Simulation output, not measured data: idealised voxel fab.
Proc. module: voxel released beams
Section shown: cut. Width: 260 nm. Cell size: 5 nm, square.
Cross-section spec: square-cell grid; bands listed top down; each band is one or more rows. This entry defines a band. It first specifies the height of the band's top and the height of its bottom in nm, and then specifies the band's materials from left to right, stating each material with its width in nm. The word "everywhere" identifies a single material that fills the band from edge to edge, while the word "air" identifies empty space. Below 0: as-received wafer, all one material; heights counted from there. Lowest band: no bottom, goes on down, written "from 0 down". Top row gets the first number, bottom row gets the second, and each row in between changes by the same step: that is how a band width like "30..40" works. Step marked "nothing got changed"? Then no cell in the cross-section changed in it. The list in "Listed closed voids" covers empty spaces of 8 cells or more that cannot reach the top through any open way, and it gives each as width x height at distance; the distance is from the left edge, and width, height and distance are in nm. On a step's line, text after the settings is the simulator commenting on that step. overlay nm: how far to the right of its planned place the mask lay on this masked step (negative: to the left).

# The steps planned for the process are as follows
1) RECEIVE | material Si
2) CONFORMAL_DEP | material SiN | thk nm 5
3) DIRECTIONAL_DEP | material SiO2 | thk nm 20
4) DIRECTIONAL_DEP | material aC | thk nm 15
5) PATTERN | tone open | mask id ANCHOR | material resist | width nm 25 | thk nm 35 | overlay nm 0
6) DIRECTIONAL_ETCH | etch materials aC | depth nm 15
7) STRIP | etch materials resist
8) DIRECTIONAL_ETCH | etch materials SiO2 | depth nm 20
9) STRIP | etch materials aC
10) CONFORMAL_DEP | material TiN | thk nm 10
11) MASKED_ETCH | tone cover | mask id BEAM | width nm 100 | etch materials TiN | depth nm 10 | overlay nm 0
12) STRIP | etch materials SiO2

# Incoming wafer, cross-sectional view, post step 1
from 0 down: Si everywhere
Listed closed voids: none

# Cross-sectional view of the first of the two wafers upon completion of the module, processed in accordance with the plan
from 35 to 25: air 75 | TiN 15 | air 5 | TiN 80 | air 85
from 25 to 15: air 80 | TiN 10 | air 5 | TiN 10 | air 155
from 15 to 5: air 80 | TiN 25 | air 155
from 5 to 0: SiN everywhere
from 0 down: Si everywhere
Listed closed voids: none

# Cross-sectional view of the second of two wafers upon completion of the module. This wafer shared its starting condition and process plan with the first; one error was made during its execution
from 45 to 35: air 75 | TiN 15 | air 5 | TiN 80 | air 85
from 35 to 25: air 80 | TiN 10 | air 5 | TiN 10 | air 155
from 25 to 15: air 80 | TiN 25 | air 155
from 15 to 0: SiN everywhere
from 0 down: Si everywhere
Listed closed voids: none
Nonconformance to the process plan: step 2 ran as: CONFORMAL_DEP | material SiN | thk nm 15
Wrapping up, a cell-based count of both wafers puts the second over or under the first for these materials: SiN +104
